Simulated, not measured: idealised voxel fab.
The process module that follows is named voxel ribs on slabs.
The cross-section on display is named cut; it measures 290 nm wide, and its cells are 5 nm squares.
Heads up, the way a cross-section reads in here is a grid of square cells, handed over as bands from the top down, with every band being one or more rows of cells. It is stipulated that each band's entry specify, in nanometres, the height of the top of the band and then that of its bottom, followed by the materials of the band in left-to-right sequence, each together with its width in nanometres. A single material marked by the word "throughout" is understood to fill the band from edge to edge; the word "empty" is understood to denote empty space. Heights from 0 (as-received wafer is one material below). Bottom band endless downward, as "0 nm and below". Width spec "30 to 40" -> top row of cells at first value, bottom row at second value, equal per-row change in between. Step marked "remains unaltered"? Then no cell in the cross-section changed in it. For the entry "Entrapped voids", the listed items are empty spaces with no open way to the top whose size is 8 cells or more; each item follows the pattern width x height at distance, where distance is from the left edge and all three are in nm. Where a step's line continues beyond its settings, the continuation is a remark by the simulator itself on that step. "overlay nm" answers the question of how far to the right of plan the mask lay on a step that has a mask, and when it is negative the answer is to the left.

Plan
1,RECEIVE with material Si
2,DIRECTIONAL_DEP with material SiO2, thk nm 25
3,DIRECTIONAL_DEP with material SiN, thk nm 15
4,DIRECTIONAL_DEP with material aC, thk nm 15
5,PATTERN with tone cover, mask id RIB, material resist, width nm 25, thk nm 30, overlay nm 0
6,DIRECTIONAL_ETCH with etch materials aC, depth nm 15
7,STRIP with etch materials resist
8,DIRECTIONAL_ETCH with etch materials SiN, depth nm 10
9,STRIP with etch materials aC
10,DIRECTIONAL_DEP with material aC, thk nm 10
11,PATTERN with tone cover, mask id SLAB, material resist, width nm 85, thk nm 25, overlay nm 0
12,DIRECTIONAL_ETCH with etch materials aC, depth nm 10
13,STRIP with etch materials resist
14,DIRECTIONAL_ETCH with etch materials SiN, depth nm 5
15,STRIP with etch materials aC
16,FILL_DEP with material SiO2, thk nm 15
17,CMP with height nm 50
18,DIRECTIONAL_DEP with material TiN, thk nm 10
19,DIRECTIONAL_DEP with material aC, thk nm 15
20,PATTERN with tone cover, mask id HEATER, material resist, width nm 35, thk nm 30, overlay nm 0
21,DIRECTIONAL_ETCH with etch materials aC, depth nm 15
22,STRIP with etch materials resist
23,DIRECTIONAL_ETCH with etch materials TiN, depth nm 10
24,STRIP with etch materials aC
25,CONFORMAL_DEP with material SiN, thk nm 10

What follows covers the first of two wafers; it ran as planned

Wafer at receipt (post step 1), cross-section
  0 nm and below | Si throughout
  Entrapped voids: none

Take a look at the wafer's cross-section after step 2
  25 nm to 0 nm | SiO2 throughout
  Anything lower than 0 is untouched.

Take a look at the wafer's cross-section after step 3
  40 nm to 25 nm | SiN throughout
  Anything lower than 25 is untouched.

Take a look at the wafer's cross-section after step 4
  55 nm to 40 nm | aC throughout
  Anything lower than 40 is untouched.

Take a look at the wafer's cross-section after step 5
  85 nm to 55 nm | 130 nm empty, 25 nm resist, 135 nm empty
  Anything lower than 55 is untouched.

Take a look at the wafer's cross-section after step 6
  70 nm to 55 nm | 130 nm empty, 25 nm resist, 135 nm empty
  55 nm to 40 nm | 130 nm empty, 25 nm aC, 135 nm empty
  Anything lower than 40 is untouched.

Take a look at the wafer's cross-section after step 7
  55 nm to 40 nm | 130 nm empty, 25 nm aC, 135 nm empty
  Anything lower than 40 is untouched.

Take a look at the wafer's cross-section after step 8
  55 nm to 40 nm | 130 nm empty, 25 nm aC, 135 nm empty
  40 nm to 30 nm | 130 nm empty, 25 nm SiN, 135 nm empty
  Anything lower than 30 is untouched.

Take a look at the wafer's cross-section after step 9
  40 nm to 30 nm | 130 nm empty, 25 nm SiN, 135 nm empty
  Anything lower than 30 is untouched.

Take a look at the wafer's cross-section after step 10
  50 nm to 40 nm | 130 nm empty, 25 nm aC, 135 nm empty
  40 nm to 30 nm | 130 nm aC, 25 nm SiN, 135 nm aC
  Anything lower than 30 is untouched.

Take a look at the wafer's cross-section after step 11
  75 nm to 50 nm | 100 nm empty, 85 nm resist, 105 nm empty
  50 nm to 40 nm | 100 nm empty, 30 nm resist, 25 nm aC, 30 nm resist, 105 nm empty
  Anything lower than 40 is untouched.

Take a look at the wafer's cross-section after step 12
  65 nm to 50 nm | 100 nm empty, 85 nm resist, 105 nm empty
  50 nm to 40 nm | 100 nm empty, 30 nm resist, 25 nm aC, 30 nm resist, 105 nm empty
  40 nm to 30 nm | 100 nm empty, 30 nm aC, 25 nm SiN, 30 nm aC, 105 nm empty
  Anything lower than 30 is untouched.

Take a look at the wafer's cross-section after step 13
  50 nm to 40 nm | 130 nm empty, 25 nm aC, 135 nm empty
  Anything lower than 40 is untouched.

Take a look at the wafer's cross-section after step 14
  50 nm to 40 nm | 130 nm empty, 25 nm aC, 135 nm empty
  40 nm to 30 nm | 100 nm empty, 30 nm aC, 25 nm SiN, 30 nm aC, 105 nm empty
  30 nm to 25 nm | 100 nm empty, 85 nm SiN, 105 nm empty
  Anything lower than 25 is untouched.

Take a look at the wafer's cross-section after step 15
  40 nm to 30 nm | 130 nm empty, 25 nm SiN, 135 nm empty
  Anything lower than 30 is untouched.

Take a look at the wafer's cross-section after step 16
  55 nm to 40 nm | SiO2 throughout
  40 nm to 30 nm | 130 nm SiO2, 25 nm SiN, 135 nm SiO2
  30 nm to 25 nm | 100 nm SiO2, 85 nm SiN, 105 nm SiO2
  Anything lower than 25 is untouched.

Take a look at the wafer's cross-section after step 17
  50 nm to 40 nm | SiO2 throughout
  Anything lower than 40 is untouched.

Take a look at the wafer's cross-section after step 18
  60 nm to 50 nm | TiN throughout
  Anything lower than 50 is untouched.

Take a look at the wafer's cross-section after step 19
  75 nm to 60 nm | aC throughout
  Anything lower than 60 is untouched.

Take a look at the wafer's cross-section after step 20
  105 nm to 75 nm | 125 nm empty, 35 nm resist, 130 nm empty
  Anything lower than 75 is untouched.

Take a look at the wafer's cross-section after step 21
  90 nm to 75 nm | 125 nm empty, 35 nm resist, 130 nm empty
  75 nm to 60 nm | 125 nm empty, 35 nm aC, 130 nm empty
  Anything lower than 60 is untouched.

Take a look at the wafer's cross-section after step 22
  75 nm to 60 nm | 125 nm empty, 35 nm aC, 130 nm empty
  Anything lower than 60 is untouched.

Take a look at the wafer's cross-section after step 23
  75 nm to 60 nm | 125 nm empty, 35 nm aC, 130 nm empty
  60 nm to 50 nm | 125 nm empty, 35 nm TiN, 130 nm empty
  Anything lower than 50 is untouched.

Take a look at the wafer's cross-section after step 24
  60 nm to 50 nm | 125 nm empty, 35 nm TiN, 130 nm empty
  Anything lower than 50 is untouched.

Take a look at the wafer's cross-section after step 25
  70 nm to 60 nm | 115 nm empty, 55 nm SiN, 120 nm empty
  60 nm to 50 nm | 125 nm SiN, 35 nm TiN, 130 nm SiN
  Anything lower than 50 is untouched.

It is to be noted that the second wafer proceeded from the same initial state and according to the same plan as the first, although one mistake was committed in its execution; through step 24, inclusive, the two wafers share an identical history

Second wafer, section view, time point: scheduled end of step 25: remains unaltered
Want to know what went wrong? step 25 from the plan never happened, it was just skipped
Once processing is complete, comparing cell counts shows that the second wafer has more or fewer of certain materials than the first: SiN -124
